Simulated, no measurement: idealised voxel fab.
The following process module bears the name voxel spacer lines.
Shown is cross-section cut, with a width of 175 nm and square cells of size 5 nm.
The cross-sections in this document take the form of a grid made of square cells. They are written out as bands, in order from top to bottom. Each band consists of one or more rows of cells. The band entry comprises the height of the band's top followed by the height of its bottom, expressed in nm, and subsequently the band's materials from left to right, each stated together with its width in nm. Where a single material is marked with the word "all across", that material fills the band from edge to edge. The word "air" represents empty space. Heights are expressed relative to 0, this being the level below which the as-received wafer comprises one material exclusively. The lowest band is unbounded in the downward direction and is denoted as in "0 down". When a width is written as two numbers, as in "30 to 40", the first number is the width in the top row of cells of the band and the second is the width in its bottom row, and the width changes by the same amount from each row to the next. Reading "stayed the same" for a step: not a cell of the cross-section changed in it. You'll see "Closed cavity list" listing empty spaces that have no way open to the top, as long as they're 8 cells or more; the notation is width x height at distance, where the distance is from the left edge, and all of it is in nm. What comes after the settings on a step's line is commentary from the simulator itself on that step. overlay nm: mask offset rightward from planned place, masked step; negative means leftward offset.
-- Below is the list of planned process steps
step 1: RECEIVE: material Si
step 2: CONFORMAL_DEP: material Al2O3, thk nm 5
step 3: DIRECTIONAL_DEP: material SiN, thk nm 10
step 4: DIRECTIONAL_DEP: material polySi, thk nm 30
step 5: PATTERN: tone cover, mask id MANDREL, material resist, width nm 15, pitch nm 50, thk nm 35, overlay nm 0
step 6: DIRECTIONAL_ETCH: etch materials polySi, depth nm 30
step 7: STRIP: etch materials resist
step 8: CONFORMAL_DEP: material SiO2, thk nm 10
step 9: DIRECTIONAL_ETCH: etch materials SiO2, depth nm 10
step 10: STRIP: etch materials polySi
step 11: DIRECTIONAL_ETCH: etch materials SiN, depth nm 10
step 12: STRIP: etch materials SiO2
step 13: FILL_DEP: material SiO2, thk nm 5
step 14: CMP: height nm 15
-- Incoming wafer, cross-sectional view, post step 1
> 0 down  Si all across
> Closed cavity list: none
-- Here's the cross-section of the first of our two wafers at the end of the module - it ran as planned
> 15 to 5  SiO2 45, SiN 10, SiO2 15, SiN 10, SiO2 15, SiN 10, SiO2 15, SiN 10, SiO2 45
> 5 to 0  Al2O3 all across
> 0 down  Si all across
> Closed cavity list: none
-- This cross-section belongs to the second wafer of two at the end of the module; the start and the plan were shared with the first, and the run included one mistake
> 15 to 5  SiO2 50, SiN 10, SiO2 15, SiN 10, SiO2 15, SiN 10, SiO2 15, SiN 10, SiO2 40
> 5 to 0  Al2O3 all across
> 0 down  Si all across
> Closed cavity list: none
Misprocessing identified: step 5 ran with different settings than intended, the actual operation and settings being PATTERN: tone cover, mask id MANDREL, material resist, width nm 15, pitch nm 50, thk nm 35, overlay nm 5
Heads up: at the end the two wafers have identical cell counts per material, they're just laid out differently.
